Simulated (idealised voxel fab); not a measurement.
voxel spacer lines: a process module
It is cross-section cut that appears here, measuring 220 nm in width, its square cells being 5 nm in size.
A cross-section in this document is a grid of square cells, and it is written down as bands, the top band listed before the ones below it; a band is made up of one or more rows of cells.
First you get the band's top height and its bottom height, in nm, and then the materials it's made of, left to right, with each width in nm. If you see a single material with "full width", that one covers the band edge to edge. "empty" is empty space.
Heads up on the height convention: 0 is the point under which the incoming wafer is all one material, and the lowest band has no bottom, it just keeps going down, like "0 nm and below".
The notation "30 to 40" denotes a width that varies across the rows of cells in the band, beginning at the first number in the top row, finishing at the second number in the bottom row, and changing by an identical amount from each row to the next.
"left unchanged" (step): cross-section cells unchanged, all of them.
The list in "Closed void roster" covers empty spaces of 8 cells or more that cannot reach the top through any open way, and it gives each as width x height at distance; the distance is from the left edge, and width, height and distance are in nm.
It should be noted that, on the line of a given step, the content following the step's settings is a remark produced by the simulator itself with respect to that step.
The "overlay nm" setting may appear on a step's line; for a step that uses a mask, it gives how far to the right of its planned position the mask lay, and a negative value indicates the left.

**Process steps foreseen in the plan**
- 1: RECEIVE (material Si)
- 2: CONFORMAL_DEP (material Al2O3; thk nm 5)
- 3: DIRECTIONAL_DEP (material SiN; thk nm 15)
- 4: DIRECTIONAL_DEP (material polySi; thk nm 25)
- 5: PATTERN (tone cover; mask id MANDREL; material resist; width nm 20; pitch nm 70; thk nm 35; overlay nm 0)
- 6: DIRECTIONAL_ETCH (etch materials polySi; depth nm 25)
- 7: STRIP (etch materials resist)
- 8: CONFORMAL_DEP (material SiO2; thk nm 15)
- 9: DIRECTIONAL_ETCH (etch materials SiO2; depth nm 15)
- 10: STRIP (etch materials polySi)
- 11: DIRECTIONAL_ETCH (etch materials SiN; depth nm 15)
- 12: STRIP (etch materials SiO2)
- 13: FILL_DEP (material lowk; thk nm 10)
- 14: CMP (height nm 20)

**Received-state cross-section, reflecting completion of step 1**
> 0 nm and below  Si full width
> Closed void roster: none

**Final wafer profile in cross-section after the module, from the same start and plan as above, with one mistake made during processing**
> 20 nm to 5 nm  lowk (50), SiN (15), lowk (20), SiN (15), lowk (20), SiN (15), lowk (20), SiN (15), lowk (50)
> 5 nm to 0 nm  lowk full width
> 0 nm and below  Si full width
> Closed void roster: none
Deviation noted in wafer processing: step 2 was processed under conditions differing from the plan, specifically as CONFORMAL_DEP (material lowk; thk nm 5)
